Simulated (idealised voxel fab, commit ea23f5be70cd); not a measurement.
The following is a process module called voxel ribs on slabs.
The width of the displayed cross-section, cut, is 250 nm; its cells are square, with a size of 5 nm.
Think of the cross-section as a grid of square cells. We describe it in bands, top to bottom, and each band covers one or more rows of those cells. In this notation a band is specified by the heights of its top and bottom, in that order and in nm, after which its materials appear from left to right, each paired with its width in nm. The word "all across" attached to a single material means that material fills the band from edge to edge; the word "blank" stands for empty space. Height datum 0, below which the as-received substrate wafer is one material. Lowest band open at the bottom, running downward: "top 0, no bottom". Top row gets the first number, bottom row gets the second, and each row in between changes by the same step: that is how a band width like "30 to 40" works. Reading "everything unchanged" for a step: not a cell of the cross-section changed in it. Closed-off voids of 8+ cells (no open route to the top) go in "Completely sealed voids", written width x height at distance from the left edge, in nm. What comes after the settings on a step's line is commentary from the simulator itself on that step. overlay nm, on a step with a mask: how far to the right of its planned place the mask lay; to the left if negative.
[plan]
1) RECEIVE (material Si)
2) DIRECTIONAL_DEP (material SiO2; thk nm 30)
3) DIRECTIONAL_DEP (material polySi; thk nm 20)
4) PATTERN (tone cover; mask id RIB; material resist; width nm 30; thk nm 15; overlay nm 0)
5) DIRECTIONAL_ETCH (etch materials polySi; depth nm 5)
6) STRIP (etch materials resist)
7) PATTERN (tone cover; mask id SLAB; material resist; width nm 80; thk nm 15; overlay nm 0)
8) DIRECTIONAL_ETCH (etch materials polySi; depth nm 15)
9) STRIP (etch materials resist)
10) FILL_DEP (material SiO2; thk nm 15)
11) CMP (height nm 60)
12) DIRECTIONAL_DEP (material W; thk nm 10)
13) PATTERN (tone cover; mask id HEATER; material resist; width nm 40; thk nm 20; overlay nm 0)
14) DIRECTIONAL_ETCH (etch materials W; depth nm 10)
15) STRIP (etch materials resist)
16) CONFORMAL_DEP (material SiO2; thk nm 5)
[Cross-sectional view of the wafer in its as-received condition, corresponding to the state after step 1]
    top 0, no bottom | Si all across
    Completely sealed voids: none
[Starting wafer: above. Plan: above. Run: one mistake. Cross-section after the module: below]
    top 75, bottom 70 | 100 blank; 50 SiO2; 100 blank
    top 70, bottom 65 | 100 blank; 5 SiO2; 40 W; 5 SiO2; 100 blank
    top 65, bottom 60 | 105 SiO2; 40 W; 105 SiO2
    top 60, bottom 50 | SiO2 all across
    top 50, bottom 45 | 100 SiO2; 30 polySi; 120 SiO2
    top 45, bottom 30 | 85 SiO2; 80 polySi; 85 SiO2
    top 30, bottom 0 | SiO2 all across
    top 0, no bottom | Si all across
    Completely sealed voids: none
Short version of what went wrong: rather than as planned, step 4 actually ran as PATTERN (tone cover; mask id RIB; material resist; width nm 30; thk nm 15; overlay nm -10)
